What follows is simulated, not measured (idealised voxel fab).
Title: Process Module voxel released beams
This is section cut - it's 205 nm across, gridded in 5 nm square cells.
This document writes a cross-section as a grid whose cells are square, and gives it as bands, listed from the top down; one or more rows of cells form a band.
Read a band's entry like this: the first values are the height of its top and the height of its bottom in nm, and what follows is the sequence of materials from left to right, each with its width in nm. Note that "air" is empty space, and that a single material marked "all across" reaches across the band from edge to edge.
A quick word on heights: they are counted from 0, and under that level the wafer as it came to us is one material throughout. The lowest band is different from the rest in having no bottom; it simply continues downward, written as in "from 0 down".
Width: "30 to 40" (first number = top row, second number = bottom row, same change from row to row of cells).
Where the words "changes: none" appear for a step, the cross-section shows no cell changed by that step; every cell remained as before.
Listed in "Trapped voids": every empty space of 8 or more cells without an open way to the top. Form: width x height at distance, the distance being from the left edge, all in nm.
Anything after a step's settings on that line? It's the simulator's own note about the step.
Each step line may optionally specify "overlay nm", which for a step with a mask gives the rightward distance between the mask's planned place and where it lay, a negative value indicating the leftward direction.
### Intended process steps
step 1: RECEIVE with material Si
step 2: CONFORMAL_DEP with material Al2O3, thk nm 10
step 3: DIRECTIONAL_DEP with material SiO2, thk nm 15
step 4: PATTERN with tone open, mask id ANCHOR, material resist, width nm 35, thk nm 20, overlay nm 0
step 5: DIRECTIONAL_ETCH with etch materials SiO2, depth nm 15
step 6: STRIP with etch materials resist
step 7: CONFORMAL_DEP with material polySi, thk nm 10
step 8: DIRECTIONAL_DEP with material aC, thk nm 10
step 9: PATTERN with tone cover, mask id BEAM, material resist, width nm 100, thk nm 30, overlay nm 0
step 10: DIRECTIONAL_ETCH with etch materials aC, depth nm 10
step 11: STRIP with etch materials resist
step 12: DIRECTIONAL_ETCH with etch materials polySi, depth nm 10
step 13: STRIP with etch materials aC
step 14: STRIP with etch materials SiO2
### Here's what the wafer looked like in cross-section when it arrived - that's after step 1
  from 0 down = Si all across
  Trapped voids: none
### Same starting wafer, same plan as above, one mistake in the execution; this is the cross-section at the end of the module
  from 35 to 25 = 50 nm air, then 20 nm polySi, then 5 nm air, then 75 nm polySi, then 55 nm air
  from 25 to 20 = 60 nm air, then 10 nm polySi, then 5 nm air, then 10 nm polySi, then 120 nm air
  from 20 to 10 = 60 nm air, then 25 nm polySi, then 120 nm air
  from 10 to 0 = Al2O3 all across
  from 0 down = Si all across
  Trapped voids: none
It is concluded that the wafer was processed incorrectly with respect to the plan, in that in deviation from the planned setting, step 4 was conducted as PATTERN with tone open, mask id ANCHOR, material resist, width nm 25, thk nm 20, overlay nm 0
